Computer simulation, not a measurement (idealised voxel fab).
Process module name: voxel fin reveal
Section cut is 275 nm wide and gridded with 5 nm square cells.
In this document a cross-section is written as a grid of square cells. It is given as a series of bands, listed from the top down, and a band is one or more rows of cells.
Quick guide to a band line: top height, bottom height (nm) up front; then every material left to right with its width in nm. Only one material and it's marked "throughout"? Then it fills the band edge to edge. And "empty" just means empty space.
The level at which height equals 0 is the one under which the wafer, as it arrives, is entirely one material. No lower edge exists for the bottom band, which continues downward and is notated as in "top 0, no bottom".
The expression "30..40" gives the width at the extremes of the band, the first number at its top row of cells and the second at its bottom row, with the width changing by equal amounts from each row to the next in between.
No cell of the cross-section changed in a step that is given as "identical to before".
Reported under the label "Enclosed internal voids" are the empty spaces having no open way to the top and comprising 8 cells or more; the notation for each is width x height at distance, in which the distance is measured from the left edge and all three values are in nm.
Where a step's line continues beyond its settings, the continuation is a remark by the simulator itself on that step.
A step line may carry the setting "overlay nm", which, for steps involving a mask, states the distance by which the mask lay to the right of its intended position; negative values denote displacement to the left.

These are the steps we planned for the process:
- 1: RECEIVE [material Si]
- 2: CONFORMAL_DEP [material SiN] [thk nm 5]
- 3: PATTERN [tone cover] [mask id FINS] [material resist] [width nm 15] [pitch nm 35] [thk nm 20] [overlay nm 0]
- 4: DIRECTIONAL_ETCH [etch materials SiN] [depth nm 5]
- 5: DIRECTIONAL_ETCH [etch materials Si] [depth nm 30]
- 6: STRIP [etch materials resist]
- 7: FILL_DEP [material SiO2] [thk nm 5]
- 8: CMP [height nm 5]
- 9: SELECTIVE_ETCH [etch materials SiO2] [depth nm 15]
- 10: STRIP [etch materials SiN]

Concerning the first of two wafers, which was run in accordance with the plan:

Incoming wafer in cross-section (state: after step 1):
    top 0, no bottom = Si throughout
    Enclosed internal voids: none

Wafer xsec, post step 2:
    top 5, bottom 0 = SiN throughout
    Beneath the level 0, the cross-section is identical to its previous state.

Wafer xsec, post step 3:
    top 25, bottom 5 = empty 95 nm, resist 15 nm, empty 20 nm, resist 15 nm, empty 20 nm, resist 15 nm, empty 95 nm
    Beneath the level 5, the cross-section is identical to its previous state.

Wafer xsec, post step 4:
    top 25, bottom 5 = empty 95 nm, resist 15 nm, empty 20 nm, resist 15 nm, empty 20 nm, resist 15 nm, empty 95 nm
    top 5, bottom 0 = empty 95 nm, SiN 15 nm, empty 20 nm, SiN 15 nm, empty 20 nm, SiN 15 nm, empty 95 nm
    Beneath the level 0, the cross-section is identical to its previous state.

Wafer xsec, post step 5:
    top 25, bottom 5 = empty 95 nm, resist 15 nm, empty 20 nm, resist 15 nm, empty 20 nm, resist 15 nm, empty 95 nm
    top 5, bottom 0 = empty 95 nm, SiN 15 nm, empty 20 nm, SiN 15 nm, empty 20 nm, SiN 15 nm, empty 95 nm
    top 0, bottom -30 = empty 95 nm, Si 15 nm, empty 20 nm, Si 15 nm, empty 20 nm, Si 15 nm, empty 95 nm
    Beneath the level -30, the cross-section is identical to its previous state.

Wafer xsec, post step 6:
    top 5, bottom 0 = empty 95 nm, SiN 15 nm, empty 20 nm, SiN 15 nm, empty 20 nm, SiN 15 nm, empty 95 nm
    Beneath the level 0, the cross-section is identical to its previous state.

Wafer xsec, post step 7:
    top 10, bottom 5 = SiO2 throughout
    top 5, bottom 0 = SiO2 95 nm, SiN 15 nm, SiO2 20 nm, SiN 15 nm, SiO2 20 nm, SiN 15 nm, SiO2 95 nm
    top 0, bottom -30 = SiO2 95 nm, Si 15 nm, SiO2 20 nm, Si 15 nm, SiO2 20 nm, Si 15 nm, SiO2 95 nm
    Beneath the level -30, the cross-section is identical to its previous state.

Wafer xsec, post step 8:
    top 5, bottom 0 = SiO2 95 nm, SiN 15 nm, SiO2 20 nm, SiN 15 nm, SiO2 20 nm, SiN 15 nm, SiO2 95 nm
    Beneath the level 0, the cross-section is identical to its previous state.

Wafer xsec, post step 9:
    top 5, bottom 0 = empty 95 nm, SiN 15 nm, empty 20 nm, SiN 15 nm, empty 20 nm, SiN 15 nm, empty 95 nm
    top 0, bottom -10 = empty 95 nm, Si 15 nm, empty 20 nm, Si 15 nm, empty 20 nm, Si 15 nm, empty 95 nm
    Beneath the level -10, the cross-section is identical to its previous state.

Wafer xsec, post step 10:
    top 0, bottom -10 = empty 95 nm, Si 15 nm, empty 20 nm, Si 15 nm, empty 20 nm, Si 15 nm, empty 95 nm
    Beneath the level -10, the cross-section is identical to its previous state.

Second wafer. Start and plan as for the first. One mistake made in running. Agrees with the first up to and including step 6:

Cross-section of the second wafer when, according to plan, step 7 should have finished:
    top 10, bottom 0 = SiN throughout
    top 0, bottom -30 = SiN 95 nm, Si 15 nm, SiN 20 nm, Si 15 nm, SiN 20 nm, Si 15 nm, SiN 95 nm
    Beneath the level -30, the cross-section is identical to its previous state.

Cross-section of the second wafer when, according to plan, step 8 should have finished:
    top 5, bottom 0 = SiN throughout
    Beneath the level 0, the cross-section is identical to its previous state.

Cross-section of the second wafer when, according to plan, step 9 should have finished: identical to before

Cross-section of the second wafer when, according to plan, step 10 should have finished:
    top 0, bottom -30 = empty 95 nm, Si 15 nm, empty 20 nm, Si 15 nm, empty 20 nm, Si 15 nm, empty 95 nm
    Beneath the level -30, the cross-section is identical to its previous state.
Want to know what went wrong? step 7 off recipe, ran as FILL_DEP [material SiN] [thk nm 5]
Final tally in cells, some materials are higher or lower on the second wafer than on the first: -184 SiO2
